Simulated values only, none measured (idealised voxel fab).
Documented hereafter: the process module known as voxel released beams.
Each square cell in cross-section cut measures 5 nm, and the section as a whole is 165 nm wide.
In what follows, cross-sections appear as grids of square cells, described through bands that run from the top down, where every band is one or more rows of cells. In this notation a band is specified by the heights of its top and bottom, in that order and in nm, after which its materials appear from left to right, each paired with its width in nm. The word "all across" attached to a single material means that material fills the band from edge to edge; the word "air" stands for empty space. Beneath 0, the wafer as received is one material, and that level is where height counting begins. The lowest band goes on downward without a bottom; it is written like "0 -> down". The notation "30..40" denotes a width that varies across the rows of cells in the band, beginning at the first number in the top row, finishing at the second number in the bottom row, and changing by an identical amount from each row to the next. The designation "nothing altered", where it is given for a processing step, indicates that no cell of the cross-section was altered in the course of that step. "Fully enclosed voids": empty spaces of 8 cells or more with no open way to the top, each given as width x height at distance, distance from the left edge, all in nm. Where a step's line continues beyond its settings, the continuation is a remark by the simulator itself on that step. Steps that use a mask can have "overlay nm" on their line. It says how far the mask sat to the right of where it was meant to be. Negative means to the left.

The steps planned for the process are as follows
1,op RECEIVE | material Si
2,op CONFORMAL_DEP | material SiN | thk nm 5
3,op DIRECTIONAL_DEP | material SiO2 | thk nm 20
4,op DIRECTIONAL_DEP | material aC | thk nm 15
5,op PATTERN | tone open | mask id ANCHOR | material resist | width nm 30 | thk nm 30 | overlay nm 0
6,op DIRECTIONAL_ETCH | etch materials aC | depth nm 15
7,op STRIP | etch materials resist
8,op DIRECTIONAL_ETCH | etch materials SiO2 | depth nm 20
9,op STRIP | etch materials aC
10,op CONFORMAL_DEP | material polySi | thk nm 10
11,op PATTERN | tone cover | mask id BEAM | material resist | width nm 75 | thk nm 15 | overlay nm 0
12,op DIRECTIONAL_ETCH | etch materials polySi | depth nm 10
13,op STRIP | etch materials resist
14,op STRIP | etch materials SiO2

as received, after step 1
* 0 -> down: Si all across
* Fully enclosed voids: none

Starting wafer: above. Plan: above. Run: one mistake. Cross-section after the module: below
* 35 -> 25: air=40 / polySi=45 / air=80
* 25 -> 15: air=35 / polySi=10 / SiO2=30 / polySi=10 / air=80
* 15 -> 5: air=35 / polySi=10 / SiO2=30 / polySi=40 / air=50
* 5 -> 0: SiN all across
* 0 -> down: Si all across
* Fully enclosed voids: none
Deviation noted in wafer processing: so step 5 ended up running with a different setting than we planned, it ran as op PATTERN | tone cover | mask id ANCHOR | material resist | width nm 30 | thk nm 30 | overlay nm 0
